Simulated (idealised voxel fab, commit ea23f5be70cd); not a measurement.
The document below concerns the process module designated voxel double patterning.
Each square cell in cross-section cut measures 5 nm, and the section as a whole is 190 nm wide.
For the purposes of this document, a cross-section shall be understood as a grid of square cells, specified as bands listed in top-to-bottom order, each band consisting of one or more rows of cells. For a band, the entry starts with two heights in nm, that of the top and then that of the bottom, and carries on with the band's materials in order from left to right, each alongside its width in nm; the word "everywhere" beside a single material means it fills the band edge to edge, and "air" means empty space. We count height from 0. Below that, the starting wafer is all one material. The lowest band never ends at the bottom but goes on down; see "0..down" for how that is written. When a width is written as two numbers, as in "30 to 40", the first number is the width in the top row of cells of the band and the second is the width in its bottom row, and the width changes by the same amount from each row to the next. Given "everything unchanged" for a step, no cell of the cross-section differs between before and after that step. Listed in "Closed void entries": every empty space of 8 or more cells without an open way to the top. Form: width x height at distance, the distance being from the left edge, all in nm. Formally, on a step line, whatever follows the settings is a remark that the simulator itself makes on the step. overlay nm: mask offset rightward from planned place, masked step; negative means leftward offset.
STEPS PLANNED FOR THE PROCESS
| 1 | RECEIVE [material Si] |
| 2 | CONFORMAL_DEP [material SiO2] [thk nm 10] |
| 3 | DIRECTIONAL_DEP [material polySi] [thk nm 10] |
| 4 | DIRECTIONAL_DEP [material SiCN] [thk nm 10] |
| 5 | PATTERN [tone open] [mask id FIRST] [material resist] [width nm 15] [pitch nm 50] [thk nm 20] [overlay nm 0] |
| 6 | DIRECTIONAL_ETCH [etch materials SiCN] [depth nm 10] |
| 7 | STRIP [etch materials resist] |
| 8 | MASKED_ETCH [tone open] [mask id SECOND] [width nm 15] [etch materials SiCN] [depth nm 10] [overlay nm 0] |
| 9 | DIRECTIONAL_ETCH [etch materials polySi] [depth nm 10] |
| 10 | STRIP [etch materials SiCN] |
THE FIRST OF A SET OF TWO WAFERS, RUN TO PLAN
HERE'S WHAT THE WAFER LOOKED LIKE IN CROSS-SECTION WHEN IT ARRIVED - THAT'S AFTER STEP 1
0..down  Si everywhere
Closed void entries: none
WAFER AFTER STEP 2 (CROSS-SECTION)
10..0  SiO2 everywhere
Nothing below the height 0 has changed.
WAFER AFTER STEP 3 (CROSS-SECTION)
20..10  polySi everywhere
Nothing below the height 10 has changed.
WAFER AFTER STEP 4 (CROSS-SECTION)
30..20  SiCN everywhere
Nothing below the height 20 has changed.
WAFER AFTER STEP 5 (CROSS-SECTION)
50..30  resist: 60 | air: 15 | resist: 35 | air: 15 | resist: 65
Nothing below the height 30 has changed.
WAFER AFTER STEP 6 (CROSS-SECTION)
50..30  resist: 60 | air: 15 | resist: 35 | air: 15 | resist: 65
30..20  SiCN: 60 | air: 15 | SiCN: 35 | air: 15 | SiCN: 65
Nothing below the height 20 has changed.
WAFER AFTER STEP 7 (CROSS-SECTION)
30..20  SiCN: 60 | air: 15 | SiCN: 35 | air: 15 | SiCN: 65
Nothing below the height 20 has changed.
WAFER AFTER STEP 8 (CROSS-SECTION)
30..20  SiCN: 60 | air: 15 | SiCN: 10 | air: 15 | SiCN: 10 | air: 15 | SiCN: 65
Nothing below the height 20 has changed.
WAFER AFTER STEP 9 (CROSS-SECTION)
30..20  SiCN: 60 | air: 15 | SiCN: 10 | air: 15 | SiCN: 10 | air: 15 | SiCN: 65
20..10  polySi: 60 | air: 15 | polySi: 10 | air: 15 | polySi: 10 | air: 15 | polySi: 65
Nothing below the height 10 has changed.
WAFER AFTER STEP 10 (CROSS-SECTION)
20..10  polySi: 60 | air: 15 | polySi: 10 | air: 15 | polySi: 10 | air: 15 | polySi: 65
Nothing below the height 10 has changed.
SECOND WAFER, SAME STARTING STATE AND PLAN AS THE FIRST, ONE MISTAKE IN THE RUN, IDENTICAL THROUGH STEP 9
Second wafer shown in cross-section at the time step 10 was slated to end: everything unchanged
Deviation from plan: step 10 of the plan: omitted, not performed
The closing comparison, in cells, has the second wafer with more or fewer of some materials than the first: 58 more of SiCN
